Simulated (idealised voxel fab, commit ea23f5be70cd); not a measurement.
process module | voxel self aligned contacts
cross-section cut | 180 nm wide | cells 5 nm
A cross-section is a grid of square cells, given in bands from the top down. A band is one or more rows of cells.
Each band's line starts with the height of the band's top and of its bottom, in nm. Then come its materials from left to right, each with its width in nm. One material with "throughout" fills the band from edge to edge. "air" is empty space.
Height 0 is the level under which the wafer as received is all one material. The lowest band goes on downwards, as in "0 down".
A width such as "30 to 40" changes by the same amount from each row of cells to the next, from the band's top row to its bottom row.
"no change" after a step means that no cell of the cross-section changed.
closed voids: empty space of 8 cells or more with no open way to the top, each as width x height at its distance from the left edge, in nm
after a step's settings: what the simulator itself notes on the step
overlay nm, on a step with a mask: how far to the right of its planned place the mask lay; to the left if negative
plan
1 op RECEIVE | material Si
2 op CONFORMAL_DEP | material SiO2 | thk nm 5
3 op DIRECTIONAL_DEP | material polySi | thk nm 25
4 op DIRECTIONAL_DEP | material SiN | thk nm 20
5 op PATTERN | tone cover | mask id GATE | material resist | width nm 35 | pitch nm 70 | thk nm 15 | overlay nm 0
6 op DIRECTIONAL_ETCH | etch materials SiN | depth nm 20
7 op DIRECTIONAL_ETCH | etch materials polySi | depth nm 25
8 op STRIP | etch materials resist
9 op CONFORMAL_DEP | material SiN | thk nm 5
10 op DIRECTIONAL_ETCH | etch materials SiN | depth nm 5
11 op FILL_DEP | material SiO2 | thk nm 15
12 op CMP | height nm 60
13 op MASKED_ETCH | tone open | mask id CONTACT | width nm 55 | etch materials SiO2 | depth nm 60 | overlay nm 0
14 op CONFORMAL_DEP | material TiN | thk nm 5
15 op FILL_DEP | material W | thk nm 5
16 op CMP | height nm 60
17 op CONFORMAL_DEP | material SiN | thk nm 5
first wafer, as planned
as received, after step 1
  0 down: Si throughout
  closed voids: none
after step 2
  5 to 0: SiO2 throughout
  below 0: unchanged
after step 3
  30 to 5: polySi throughout
  below 5: unchanged
after step 4
  50 to 30: SiN throughout
  below 30: unchanged
after step 5
  65 to 50: air 35 | resist 35 | air 35 | resist 35 | air 40
  below 50: unchanged
after step 6
  65 to 50: air 35 | resist 35 | air 35 | resist 35 | air 40
  50 to 30: air 35 | SiN 35 | air 35 | SiN 35 | air 40
  below 30: unchanged
after step 7
  65 to 50: air 35 | resist 35 | air 35 | resist 35 | air 40
  50 to 30: air 35 | SiN 35 | air 35 | SiN 35 | air 40
  30 to 5: air 35 | polySi 35 | air 35 | polySi 35 | air 40
  below 5: unchanged
after step 8
  50 to 30: air 35 | SiN 35 | air 35 | SiN 35 | air 40
  below 30: unchanged
after step 9
  55 to 30: air 30 | SiN 45 | air 25 | SiN 45 | air 35
  30 to 10: air 30 | SiN 5 | polySi 35 | SiN 5 | air 25 | SiN 5 | polySi 35 | SiN 5 | air 35
  10 to 5: SiN 35 | polySi 35 | SiN 35 | polySi 35 | SiN 40
  below 5: unchanged
after step 10
  50 to 30: air 30 | SiN 45 | air 25 | SiN 45 | air 35
  30 to 5: air 30 | SiN 5 | polySi 35 | SiN 5 | air 25 | SiN 5 | polySi 35 | SiN 5 | air 35
  below 5: unchanged
after step 11
  65 to 50: SiO2 throughout
  50 to 30: SiO2 30 | SiN 45 | SiO2 25 | SiN 45 | SiO2 35
  30 to 5: SiO2 30 | SiN 5 | polySi 35 | SiN 5 | SiO2 25 | SiN 5 | polySi 35 | SiN 5 | SiO2 35
  below 5: unchanged
after step 12
  60 to 50: SiO2 throughout
  below 50: unchanged
after step 13
  60 to 50: SiO2 60 | air 55 | SiO2 65
  50 to 30: SiO2 30 | SiN 45 | air 25 | SiN 45 | SiO2 35
  30 to 5: SiO2 30 | SiN 5 | polySi 35 | SiN 5 | air 25 | SiN 5 | polySi 35 | SiN 5 | SiO2 35
  5 to 0: SiO2 75 | air 25 | SiO2 80
  below 0: unchanged
after step 14
  65 to 60: TiN 65 | air 45 | TiN 70
  60 to 50: SiO2 60 | TiN 5 to 20 | air 45 to 15 | TiN 5 to 20 | SiO2 65
  50 to 30: SiO2 30 | SiN 45 | TiN 5 | air 15 | TiN 5 | SiN 45 | SiO2 35
  30 to 5: SiO2 30 | SiN 5 | polySi 35 | SiN 5 | TiN 5 | air 15 | TiN 5 | SiN 5 | polySi 35 | SiN 5 | SiO2 35
  5 to 0: SiO2 75 | TiN 25 | SiO2 80
  below 0: unchanged
after step 15
  70 to 65: W throughout
  65 to 60: TiN 65 | W 45 | TiN 70
  60 to 50: SiO2 60 | TiN 5 to 20 | W 45 to 15 | TiN 5 to 20 | SiO2 65
  50 to 30: SiO2 30 | SiN 45 | TiN 5 | W 15 | TiN 5 | SiN 45 | SiO2 35
  30 to 5: SiO2 30 | SiN 5 | polySi 35 | SiN 5 | TiN 5 | W 15 | TiN 5 | SiN 5 | polySi 35 | SiN 5 | SiO2 35
  below 5: unchanged
after step 16
  60 to 50: SiO2 60 | TiN 5 to 20 | W 45 to 15 | TiN 5 to 20 | SiO2 65
  below 50: unchanged
after step 17
  65 to 60: SiN throughout
  below 60: unchanged
second wafer: like start, like plan, one mistake. Through step 12 it matches the first wafer
when step 13 should have ended
  60 to 50: SiO2 55 | air 55 | SiO2 70
  50 to 30: SiO2 30 | SiN 45 | air 25 | SiN 45 | SiO2 35
  30 to 5: SiO2 30 | SiN 5 | polySi 35 | SiN 5 | air 25 | SiN 5 | polySi 35 | SiN 5 | SiO2 35
  5 to 0: SiO2 75 | air 25 | SiO2 80
  below 0: unchanged
when step 14 should have ended
  65 to 60: TiN 60 | air 45 | TiN 75
  60 to 50: SiO2 55 | TiN 5 to 25 | air 45 to 15 | TiN 5 to 15 | SiO2 70
  50 to 30: SiO2 30 | SiN 45 | TiN 5 | air 15 | TiN 5 | SiN 45 | SiO2 35
  30 to 5: SiO2 30 | SiN 5 | polySi 35 | SiN 5 | TiN 5 | air 15 | TiN 5 | SiN 5 | polySi 35 | SiN 5 | SiO2 35
  5 to 0: SiO2 75 | TiN 25 | SiO2 80
  below 0: unchanged
when step 15 should have ended
  70 to 65: W throughout
  65 to 60: TiN 60 | W 45 | TiN 75
  60 to 50: SiO2 55 | TiN 5 to 25 | W 45 to 15 | TiN 5 to 15 | SiO2 70
  50 to 30: SiO2 30 | SiN 45 | TiN 5 | W 15 | TiN 5 | SiN 45 | SiO2 35
  30 to 5: SiO2 30 | SiN 5 | polySi 35 | SiN 5 | TiN 5 | W 15 | TiN 5 | SiN 5 | polySi 35 | SiN 5 | SiO2 35
  below 5: unchanged
when step 16 should have ended
  60 to 50: SiO2 55 | TiN 5 to 25 | W 45 to 15 | TiN 5 to 15 | SiO2 70
  below 50: unchanged
when step 17 should have ended
  65 to 60: SiN throughout
  below 60: unchanged
what went wrong: step 13 ran as: op MASKED_ETCH | tone open | mask id CONTACT | width nm 55 | etch materials SiO2 | depth nm 60 | overlay nm -5
at the end the second wafer has, in cells: as many of each material as the first, in other places
